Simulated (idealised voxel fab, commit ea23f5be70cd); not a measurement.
process module | voxel gate over fins
cross-section cut | 165 nm wide | cells 5 nm
A cross-section is a grid of square cells, given in bands from the top down. A band is one or more rows of cells.
Each band's line starts with the height of the band's top and of its bottom, in nm. Then come its materials from left to right, each with its width in nm. One material with "throughout" fills the band from edge to edge. "air" is empty space.
Height 0 is the level under which the wafer as received is all one material. The lowest band goes on downwards, as in "0 down".
A width such as "30 to 40" changes by the same amount from each row of cells to the next, from the band's top row to its bottom row.
"no change" after a step means that no cell of the cross-section changed.
closed voids: empty space of 8 cells or more with no open way to the top, each as width x height at its distance from the left edge, in nm
after a step's settings: what the simulator itself notes on the step
overlay nm, on a step with a mask: how far to the right of its planned place the mask lay; to the left if negative
plan
1 op RECEIVE | material Si
2 op CONFORMAL_DEP | material SiN | thk nm 10
3 op MASKED_ETCH | tone cover | mask id FINS | width nm 15 | pitch nm 35 | etch materials SiN | depth nm 10 | overlay nm 0
4 op MASKED_ETCH | tone cover | mask id FINS | width nm 15 | pitch nm 35 | etch materials Si | depth nm 30 | overlay nm 0
5 op OXIDIZE | depth nm 5
6 op FILL_DEP | material SiO2 | thk nm 5
7 op CMP | height nm 10
8 op SELECTIVE_ETCH | etch materials SiO2 | depth nm 20
9 op STRIP | etch materials SiN
10 op CONFORMAL_DEP | material HfO2 | thk nm 5
11 op CONFORMAL_DEP | material TiN | thk nm 5
12 op FILL_DEP | material W | thk nm 10
13 op CMP | height nm 15
14 op CONFORMAL_DEP | material SiN | thk nm 10
first wafer, as planned
as received, after step 1
  0 down: Si throughout
  closed voids: none
after step 2
  10 to 0: SiN throughout
  below 0: unchanged
after step 3
  10 to 0: air 40 | SiN 15 | air 20 | SiN 15 | air 20 | SiN 15 | air 40
  below 0: unchanged
after step 4
  10 to 0: air 40 | SiN 15 | air 20 | SiN 15 | air 20 | SiN 15 | air 40
  0 to -30: air 40 | Si 15 | air 20 | Si 15 | air 20 | Si 15 | air 40
  below -30: unchanged
after step 5
  10 to 0: air 40 | SiN 15 | air 20 | SiN 15 | air 20 | SiN 15 | air 40
  0 to -30: air 40 | SiO2 5 | Si 5 | SiO2 5 | air 20 | SiO2 5 | Si 5 | SiO2 5 | air 20 | SiO2 5 | Si 5 | SiO2 5 | air 40
  -30 to -35: SiO2 45 | Si 5 | SiO2 30 | Si 5 | SiO2 30 | Si 5 | SiO2 45
  below -35: unchanged
after step 6
  15 to 10: SiO2 throughout
  10 to 0: SiO2 40 | SiN 15 | SiO2 20 | SiN 15 | SiO2 20 | SiN 15 | SiO2 40
  0 to -35: SiO2 45 | Si 5 | SiO2 30 | Si 5 | SiO2 30 | Si 5 | SiO2 45
  below -35: unchanged
after step 7
  10 to 0: SiO2 40 | SiN 15 | SiO2 20 | SiN 15 | SiO2 20 | SiN 15 | SiO2 40
  below 0: unchanged
after step 8
  10 to 0: air 40 | SiN 15 | air 20 | SiN 15 | air 20 | SiN 15 | air 40
  0 to -10: air 45 | Si 5 | air 30 | Si 5 | air 30 | Si 5 | air 45
  below -10: unchanged
after step 9
  0 to -10: air 45 | Si 5 | air 30 | Si 5 | air 30 | Si 5 | air 45
  below -10: unchanged
after step 10
  5 to 0: air 40 | HfO2 15 | air 20 | HfO2 15 | air 20 | HfO2 15 | air 40
  0 to -5: air 40 | HfO2 5 | Si 5 | HfO2 5 | air 20 | HfO2 5 | Si 5 | HfO2 5 | air 20 | HfO2 5 | Si 5 | HfO2 5 | air 40
  -5 to -10: HfO2 45 | Si 5 | HfO2 30 | Si 5 | HfO2 30 | Si 5 | HfO2 45
  below -10: unchanged
after step 11
  10 to 5: air 35 | TiN 25 | air 10 | TiN 25 | air 10 | TiN 25 | air 35
  5 to 0: air 35 | TiN 5 | HfO2 15 | TiN 5 | air 10 | TiN 5 | HfO2 15 | TiN 5 | air 10 | TiN 5 | HfO2 15 | TiN 5 | air 35
  0 to -5: TiN 40 | HfO2 5 | Si 5 | HfO2 5 | TiN 20 | HfO2 5 | Si 5 | HfO2 5 | TiN 20 | HfO2 5 | Si 5 | HfO2 5 | TiN 40
  below -5: unchanged
after step 12
  20 to 10: W throughout
  10 to 5: W 35 | TiN 25 | W 10 | TiN 25 | W 10 | TiN 25 | W 35
  5 to 0: W 35 | TiN 5 | HfO2 15 | TiN 5 | W 10 | TiN 5 | HfO2 15 | TiN 5 | W 10 | TiN 5 | HfO2 15 | TiN 5 | W 35
  below 0: unchanged
after step 13
  15 to 10: W throughout
  below 10: unchanged
after step 14
  25 to 15: SiN throughout
  below 15: unchanged
second wafer: like start, like plan, one mistake. Through step 2 it matches the first wafer
when step 3 should have ended
  10 to 0: air 50 | SiN 15 | air 20 | SiN 15 | air 20 | SiN 15 | air 30
  below 0: unchanged
when step 4 should have ended
  10 to 0: air 50 | SiN 15 | air 20 | SiN 15 | air 20 | SiN 15 | air 30
  0 to -30: air 40 | Si 25 | air 10 | Si 25 | air 10 | Si 25 | air 30
  below -30: unchanged
when step 5 should have ended
  10 to 0: air 50 | SiN 15 | air 20 | SiN 15 | air 20 | SiN 15 | air 30
  0 to -5: air 40 | SiO2 15 | Si 5 | SiO2 5 | air 10 | SiO2 15 | Si 5 | SiO2 5 | air 10 | SiO2 15 | Si 5 | SiO2 5 | air 30
  -5 to -30: air 40 | SiO2 5 | Si 15 | SiO2 5 | air 10 | SiO2 5 | Si 15 | SiO2 5 | air 10 | SiO2 5 | Si 15 | SiO2 5 | air 30
  -30 to -35: SiO2 45 | Si 15 | SiO2 20 | Si 15 | SiO2 20 | Si 15 | SiO2 35
  below -35: unchanged
when step 6 should have ended
  15 to 10: SiO2 throughout
  10 to 0: SiO2 50 | SiN 15 | SiO2 20 | SiN 15 | SiO2 20 | SiN 15 | SiO2 30
  0 to -5: SiO2 55 | Si 5 | SiO2 30 | Si 5 | SiO2 30 | Si 5 | SiO2 35
  -5 to -35: SiO2 45 | Si 15 | SiO2 20 | Si 15 | SiO2 20 | Si 15 | SiO2 35
  below -35: unchanged
when step 7 should have ended
  10 to 0: SiO2 50 | SiN 15 | SiO2 20 | SiN 15 | SiO2 20 | SiN 15 | SiO2 30
  below 0: unchanged
when step 8 should have ended
  10 to 0: air 50 | SiN 15 | air 20 | SiN 15 | air 20 | SiN 15 | air 30
  0 to -10: air 55 to 45 | Si 5 to 15 | air 30 to 20 | Si 5 to 15 | air 30 to 20 | Si 5 to 15 | air 35
  below -10: unchanged
when step 9 should have ended
  0 to -10: air 55 to 45 | Si 5 to 15 | air 30 to 20 | Si 5 to 15 | air 30 to 20 | Si 5 to 15 | air 35
  below -10: unchanged
when step 10 should have ended
  5 to 0: air 50 | HfO2 15 | air 20 | HfO2 15 | air 20 | HfO2 15 | air 30
  0 to -5: air 40 | HfO2 15 | Si 5 | HfO2 5 | air 10 | HfO2 15 | Si 5 | HfO2 5 | air 10 | HfO2 15 | Si 5 | HfO2 5 | air 30
  -5 to -10: HfO2 45 | Si 15 | HfO2 20 | Si 15 | HfO2 20 | Si 15 | HfO2 35
  below -10: unchanged
when step 11 should have ended
  10 to 5: air 45 | TiN 25 | air 10 | TiN 25 | air 10 | TiN 25 | air 25
  5 to 0: air 35 | TiN 15 | HfO2 15 | TiN 20 | HfO2 15 | TiN 20 | HfO2 15 | TiN 5 | air 25
  0 to -5: TiN 40 | HfO2 15 | Si 5 | HfO2 5 | TiN 10 | HfO2 15 | Si 5 | HfO2 5 | TiN 10 | HfO2 15 | Si 5 | HfO2 5 | TiN 30
  below -5: unchanged
when step 12 should have ended
  20 to 10: W throughout
  10 to 5: W 45 | TiN 25 | W 10 | TiN 25 | W 10 | TiN 25 | W 25
  5 to 0: W 35 | TiN 15 | HfO2 15 | TiN 20 | HfO2 15 | TiN 20 | HfO2 15 | TiN 5 | W 25
  below 0: unchanged
when step 13 should have ended
  15 to 10: W throughout
  below 10: unchanged
when step 14 should have ended
  25 to 15: SiN throughout
  below 15: unchanged
what went wrong: step 3 ran as: op MASKED_ETCH | tone cover | mask id FINS | width nm 15 | pitch nm 35 | etch materials SiN | depth nm 10 | overlay nm 10
at the end the second wafer has, in cells: 36 more of Si | 30 fewer of SiO2 | 6 fewer of W
